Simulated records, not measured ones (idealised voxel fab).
The process module that follows is named voxel self aligned contacts.
It is cross-section cut that appears here, measuring 145 nm in width, its square cells being 5 nm in size.
For the purposes of this document, a cross-section shall be understood as a grid of square cells, specified as bands listed in top-to-bottom order, each band consisting of one or more rows of cells.
Quick guide to a band line: top height, bottom height (nm) up front; then every material left to right with its width in nm. Only one material and it's marked "all across"? Then it fills the band edge to edge. And "air" just means empty space.
The level at which height equals 0 is the one under which the wafer, as it arrives, is entirely one material. No lower edge exists for the bottom band, which continues downward and is notated as in "0..down".
Width: "30 to 40" (first number = top row, second number = bottom row, same change from row to row of cells).
When a step is marked "nothing changed", none of the cells in the cross-section changed during that step.
Enclosed voids (no open way to top), threshold 8 cells or more, entry "Sealed void list", notation width x height at distance, distance from left edge, nm.
It should be noted that, on the line of a given step, the content following the step's settings is a remark produced by the simulator itself with respect to that step.
overlay nm: right-of-plan distance of the mask on a masked step; negative values mean left-of-plan.
Intended process steps
- 1: RECEIVE (material Si)
- 2: CONFORMAL_DEP (material SiO2; thk nm 5)
- 3: DIRECTIONAL_DEP (material polySi; thk nm 30)
- 4: DIRECTIONAL_DEP (material SiN; thk nm 20)
- 5: MASKED_ETCH (tone cover; mask id GATE; width nm 25; pitch nm 60; etch materials SiN; depth nm 20; overlay nm 0)
- 6: MASKED_ETCH (tone cover; mask id GATE; width nm 25; pitch nm 60; etch materials polySi; depth nm 30; overlay nm 0)
- 7: CONFORMAL_DEP (material SiN; thk nm 5)
- 8: DIRECTIONAL_ETCH (etch materials SiN; depth nm 5)
- 9: FILL_DEP (material SiO2; thk nm 20)
- 10: CMP (height nm 65)
- 11: DIRECTIONAL_DEP (material aC; thk nm 15)
- 12: PATTERN (tone open; mask id CONTACT; material resist; width nm 45; thk nm 30; overlay nm 0)
- 13: DIRECTIONAL_ETCH (etch materials aC; depth nm 15)
- 14: STRIP (etch materials resist)
- 15: DIRECTIONAL_ETCH (etch materials SiO2; depth nm 65)
- 16: STRIP (etch materials aC)
- 17: CONFORMAL_DEP (material TiN; thk nm 5)
- 18: FILL_DEP (material Ru; thk nm 5)
- 19: CMP (height nm 65)
- 20: CONFORMAL_DEP (material SiN; thk nm 5)
Cross-section of the wafer upon arrival, representing the state reached after step 1
    0..down: Si all across
    Sealed void list: none
Figure: cross-sectional view of the wafer upon completion of the module, processed from the initial state and according to the plan depicted above, with one error introduced during execution
    70..65: SiN all across
    65..55: SiO2=60 | TiN=5 | Ru=35 to 15 | TiN=5 to 25 | SiO2=40
    55..35: SiO2=25 | SiN=35 | TiN=5 | Ru=15 | TiN=5 | SiN=35 | SiO2=25
    35..5: SiO2=25 | SiN=5 | polySi=25 | SiN=5 | TiN=5 | Ru=15 | TiN=5 | SiN=5 | polySi=25 | SiN=5 | SiO2=25
    5..0: SiO2=60 | TiN=25 | SiO2=60
    0..down: Si all across
    Sealed void list: none
Want to know what went wrong? step 12 did not happen as planned, as run it was PATTERN (tone open; mask id CONTACT; material resist; width nm 45; thk nm 30; overlay nm 10)
